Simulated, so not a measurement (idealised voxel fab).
You're looking at the process module voxel double patterning.
Square cells of 5 nm make up the cross-section cut, whose width is 295 nm.
For the purposes of this document, a cross-section shall be understood as a grid of square cells, specified as bands listed in top-to-bottom order, each band consisting of one or more rows of cells.
Each band's line starts with the height of the band's top and of its bottom, in nm. Then come its materials from left to right, each with its width in nm. One material with "full width" fills the band from edge to edge. "blank" is empty space.
Height 0 is the level under which the wafer as received is all one material. The lowest band goes on downwards, as in "from 0 down".
It should be noted that a width expressed as "30 to 40" varies in equal increments from row to row of cells within the band, taking the value of the first number at the top row and that of the second number at the bottom row.
Where the words "all unchanged" appear for a step, the cross-section shows no cell changed by that step; every cell remained as before.
Listed in "Sealed-off cavities": every empty space of 8 or more cells without an open way to the top. Form: width x height at distance, the distance being from the left edge, all in nm.
Past the settings on a step's line: simulator remark, on that step.
The setting "overlay nm" may be written on the line of a step. When the step uses a mask, the value reports how far to the right of the planned place the mask lay, and a negative value reports that it lay to the left.
THE FOLLOWING LIST GIVES THE PLANNED PROCESS STEPS
1) RECEIVE with material Si
2) CONFORMAL_DEP with material SiN, thk nm 5
3) DIRECTIONAL_DEP with material SiO2, thk nm 10
4) DIRECTIONAL_DEP with material SiCN, thk nm 10
5) MASKED_ETCH with tone open, mask id FIRST, width nm 15, pitch nm 50, etch materials SiCN, depth nm 10, overlay nm 0
6) PATTERN with tone open, mask id SECOND, material resist, width nm 15, thk nm 15, overlay nm 0
7) DIRECTIONAL_ETCH with etch materials SiCN, depth nm 10
8) STRIP with etch materials resist
9) DIRECTIONAL_ETCH with etch materials SiO2, depth nm 10
10) STRIP with etch materials SiCN
WAFER AS RECEIVED: CROSS-SECTION FOLLOWING STEP 1
* from 0 down | Si full width
* Sealed-off cavities: none
LOOK AT THE CROSS-SECTION AFTER THE MODULE: THE WAFER STARTED OUT THE WAY SHOWN ABOVE AND THE PLAN WAS THE ONE SHOWN ABOVE, YET ONE MISTAKE WAS MADE ALONG THE WAY
* from 15 to 10 | SiN full width
* from 10 to 0 | SiO2 full width
* from 0 down | Si full width
* Sealed-off cavities: none
Here's what went sideways: plan vs actual: 2 and 3 interchanged
